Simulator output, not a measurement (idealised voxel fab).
Herein follows the process module entitled voxel ribs on slabs.
The width of the displayed cross-section, cut, is 280 nm; its cells are square, with a size of 5 nm.
Square cells in a grid make up a cross-section in this document, and the grid is given as bands, listed from the top down, each one or more rows of cells.
Band: top height; bottom height; in nm. Then, left to right: material with width in nm, for each material. "throughout": a single material spanning edge to edge. "blank": empty space.
Heights are reckoned from 0. Under this level, the received wafer is all of one material. The bottommost band is open-ended downward, for example "0 -> down".
With a width like "30->40", each row of cells in the band differs from the next by the same amount, the top row carrying the first number and the bottom row the second.
What does "no change occurred" mean for a step? It means no cell of the cross-section changed in that step.
"Voids, fully enclosed" - sealed voids, min. 8 cells, no opening to top; format: width x height at distance (distance from left edge; nm throughout).
Heads up: the bit after the settings on a step's line is the simulator's remark on that step.
If you see "overlay nm" on a step's line and that step has a mask, it's telling you how far right of where it was planned the mask ended up; a negative number means it went left instead.

[The following list gives the planned process steps]
1,op RECEIVE | material Si
2,op DIRECTIONAL_DEP | material SiO2 | thk nm 25
3,op DIRECTIONAL_DEP | material SiN | thk nm 25
4,op DIRECTIONAL_DEP | material aC | thk nm 15
5,op PATTERN | tone cover | mask id RIB | material resist | width nm 30 | thk nm 30 | overlay nm 0
6,op DIRECTIONAL_ETCH | etch materials aC | depth nm 15
7,op STRIP | etch materials resist
8,op DIRECTIONAL_ETCH | etch materials SiN | depth nm 15
9,op STRIP | etch materials aC
10,op PATTERN | tone cover | mask id SLAB | material resist | width nm 60 | thk nm 20 | overlay nm 0
11,op DIRECTIONAL_ETCH | etch materials SiN | depth nm 10
12,op STRIP | etch materials resist
13,op FILL_DEP | material SiO2 | thk nm 20
14,op CMP | height nm 60
15,op DIRECTIONAL_DEP | material TiN | thk nm 5
16,op MASKED_ETCH | tone cover | mask id HEATER | width nm 40 | etch materials TiN | depth nm 5 | overlay nm 0
17,op CONFORMAL_DEP | material SiN | thk nm 5

[as received, after step 1]
- 0 -> down | Si throughout
- Voids, fully enclosed: none

[Cross-section taken at module completion on the first of two wafers; processed per the plan]
- 70 -> 65 | blank (115); SiN (50); blank (115)
- 65 -> 60 | SiN (120); TiN (40); SiN (120)
- 60 -> 50 | SiO2 throughout
- 50 -> 35 | SiO2 (125); SiN (30); SiO2 (125)
- 35 -> 25 | SiO2 (110); SiN (60); SiO2 (110)
- 25 -> 0 | SiO2 throughout
- 0 -> down | Si throughout
- Voids, fully enclosed: none

[Cross-section of the latter of the two wafers at module completion. It had an identical start and an identical plan to the former; in running it, one mistake was made]
- 65 -> 60 | blank (120); TiN (40); blank (120)
- 60 -> 50 | SiO2 throughout
- 50 -> 35 | SiO2 (125); SiN (30); SiO2 (125)
- 35 -> 25 | SiO2 (110); SiN (60); SiO2 (110)
- 25 -> 0 | SiO2 throughout
- 0 -> down | Si throughout
- Voids, fully enclosed: none
What went wrong in running the wafer? plan step 17: skipped, not run
FYI, end of process, the second wafer has more or fewer cells of some materials than the first: SiN -58
